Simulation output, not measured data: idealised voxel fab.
process module | voxel capacitor over wiring
cross-section cut | 230 nm wide | cells 5 nm
A cross-section is a grid of square cells, given in bands from the top down. A band is one or more rows of cells.
Each band's line starts with the height of the band's top and of its bottom, in nm. Then come its materials from left to right, each with its width in nm. One material with "throughout" fills the band from edge to edge. "air" is empty space.
Height 0 is the level under which the wafer as received is all one material. The lowest band goes on downwards, as in "0 down".
A width such as "30 to 40" changes by the same amount from each row of cells to the next, from the band's top row to its bottom row.
"no change" after a step means that no cell of the cross-section changed.
closed voids: empty space of 8 cells or more with no open way to the top, each as width x height at its distance from the left edge, in nm
after a step's settings: what the simulator itself notes on the step
overlay nm, on a step with a mask: how far to the right of its planned place the mask lay; to the left if negative
plan
1 op RECEIVE | material Si
2 op CONFORMAL_DEP | material SiO2 | thk nm 15
3 op DIRECTIONAL_DEP | material TiN | thk nm 5
4 op DIRECTIONAL_DEP | material Ru | thk nm 15
5 op PATTERN | tone cover | mask id METAL_1 | material resist | width nm 25 | pitch nm 80 | thk nm 20 | overlay nm 0
6 op DIRECTIONAL_ETCH | etch materials Ru | depth nm 15
7 op DIRECTIONAL_ETCH | etch materials TiN | depth nm 5
8 op STRIP | etch materials resist
9 op FILL_DEP | material lowk | thk nm 10
10 op CMP | height nm 35
11 op CONFORMAL_DEP | material SiCN | thk nm 5
12 op DIRECTIONAL_DEP | material lowk | thk nm 20
13 op DIRECTIONAL_DEP | material aC | thk nm 10
14 op PATTERN | tone open | mask id PLUG_1 | material resist | width nm 15 | thk nm 30 | overlay nm 0
15 op DIRECTIONAL_ETCH | etch materials aC | depth nm 10
16 op STRIP | etch materials resist
17 op DIRECTIONAL_ETCH | etch materials lowk | depth nm 20
18 op DIRECTIONAL_ETCH | etch materials SiCN | depth nm 5
19 op STRIP | etch materials aC
20 op CONFORMAL_DEP | material TiN | thk nm 5
21 op FILL_DEP | material Ru | thk nm 5
22 op CMP | height nm 60
23 op DIRECTIONAL_DEP | material TiN | thk nm 10
24 op DIRECTIONAL_DEP | material Al2O3 | thk nm 5
25 op DIRECTIONAL_DEP | material TiN | thk nm 5
26 op MASKED_ETCH | tone cover | mask id UPPER_PLATE | width nm 60 | etch materials TiN | depth nm 5 | overlay nm 0
27 op MASKED_ETCH | tone cover | mask id UPPER_PLATE | width nm 60 | etch materials Al2O3 | depth nm 5 | overlay nm 0
28 op MASKED_ETCH | tone cover | mask id LOWER_PLATE | width nm 70 | etch materials TiN | depth nm 10 | overlay nm 0
29 op FILL_DEP | material SiO2 | thk nm 15
30 op CMP | height nm 90
31 op DIRECTIONAL_DEP | material aC | thk nm 10
32 op PATTERN | tone open | mask id PLUG_2 | material resist | width nm 15 | thk nm 25 | overlay nm 0
33 op DIRECTIONAL_ETCH | etch materials aC | depth nm 10
34 op STRIP | etch materials resist
35 op DIRECTIONAL_ETCH | etch materials SiO2 | depth nm 10
36 op STRIP | etch materials aC
37 op CONFORMAL_DEP | material TiN | thk nm 5
38 op FILL_DEP | material Ru | thk nm 5
39 op CMP | height nm 90
40 op CONFORMAL_DEP | material SiCN | thk nm 5
as received, after step 1
  0 down: Si throughout
  closed voids: none
first wafer at the end, as planned
  95 to 90: SiCN throughout
  90 to 85: SiO2 80 | TiN 5 | Ru 5 | TiN 5 | SiO2 135
  85 to 75: SiO2 80 to 70 | TiN 15 to 60 | SiO2 135 to 100
  75 to 70: SiO2 70 | Al2O3 60 | SiO2 100
  70 to 60: SiO2 65 | TiN 70 | SiO2 95
  60 to 40: lowk 70 | TiN 5 | Ru 5 | TiN 5 | lowk 145
  40 to 35: SiCN 70 | TiN 15 | SiCN 145
  35 to 20: lowk 60 | Ru 25 | lowk 55 | Ru 25 | lowk 65
  20 to 15: lowk 60 | TiN 25 | lowk 55 | TiN 25 | lowk 65
  15 to 0: SiO2 throughout
  0 down: Si throughout
  closed voids: none
second wafer at the end: like start, like plan, one mistake
  95 to 90: SiCN throughout
  90 to 85: SiO2 80 | TiN 5 | Ru 5 | TiN 5 | SiO2 135
  85 to 75: SiO2 80 to 75 | TiN 15 to 50 | SiO2 135 to 105
  75 to 70: SiO2 70 | Al2O3 60 | SiO2 100
  70 to 60: SiO2 65 | TiN 70 | SiO2 95
  60 to 40: lowk 70 | TiN 5 | Ru 5 | TiN 5 | lowk 145
  40 to 35: SiCN 70 | TiN 15 | SiCN 145
  35 to 20: lowk 60 | Ru 25 | lowk 55 | Ru 25 | lowk 65
  20 to 15: lowk 60 | TiN 25 | lowk 55 | TiN 25 | lowk 65
  15 to 0: SiO2 throughout
  0 down: Si throughout
  closed voids: none
what went wrong: step 26 ran as: op MASKED_ETCH | tone cover | mask id UPPER_PLATE | width nm 50 | etch materials TiN | depth nm 5 | overlay nm 0
at the end the second wafer has, in cells: 2 more of SiO2 | 2 fewer of TiN
